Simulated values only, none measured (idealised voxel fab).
Process module heading - voxel fin reveal
This is section cut - it's 195 nm across, gridded in 5 nm square cells.
How to read a cross-section here: the picture is a grid of square cells, written as bands going from the top down, and any band can span one or more rows of cells. Quick guide to a band line: top height, bottom height (nm) up front; then every material left to right with its width in nm. Only one material and it's marked "everywhere"? Then it fills the band edge to edge. And "blank" just means empty space. The level at which height equals 0 is the one under which the wafer, as it arrives, is entirely one material. No lower edge exists for the bottom band, which continues downward and is notated as in "0..down". The expression "30..40" gives the width at the extremes of the band, the first number at its top row of cells and the second at its bottom row, with the width changing by equal amounts from each row to the next in between. For the purposes of this document, the phrase "all unchanged" attached to a step denotes that no cell within the cross-section was modified by that step. Closed empty spaces (no open way to the top) of 8 cells or more are what "Closed internal voids" lists, each as width x height at distance from the left edge, nm for all three. The remark found on a step's line after its settings is issued by the simulator itself and pertains to that step. "overlay nm" answers the question of how far to the right of plan the mask lay on a step that has a mask, and when it is negative the answer is to the left.

## Process steps - plan
step 1: RECEIVE: material Si
step 2: CONFORMAL_DEP: material SiN, thk nm 10
step 3: PATTERN: tone cover, mask id FINS, material resist, width nm 15, pitch nm 45, thk nm 20, overlay nm -5
step 4: DIRECTIONAL_ETCH: etch materials SiN, depth nm 10
step 5: DIRECTIONAL_ETCH: etch materials Si, depth nm 35
step 6: STRIP: etch materials resist
step 7: FILL_DEP: material SiO2, thk nm 15
step 8: CMP: height nm 10
step 9: SELECTIVE_ETCH: etch materials SiO2, depth nm 35
step 10: STRIP: etch materials SiN
The plan shows the overlay nm of step 3 as the first wafer had it; this setting differs between the wafers, which start out alike.

## As received, i.e. after step 1: cross-section through the first of several wafers
	0..down | Si everywhere
	Closed internal voids: none

## Note: the following table is arranged by wafer, a row apiece. Each row reports the end-of-module state: per material, cells gained (+) or cells lost (-) compared with the wafer as received; closed voids follow
overlay nm -5 | -189 Si | +54 SiO2 | Closed internal voids: none
overlay nm 0 | -189 Si | +54 SiO2 | Closed internal voids: none
overlay nm 5 | -189 Si | +54 SiO2 | Closed internal voids: none
overlay nm 10 | -189 Si | +54 SiO2 | Closed internal voids: none
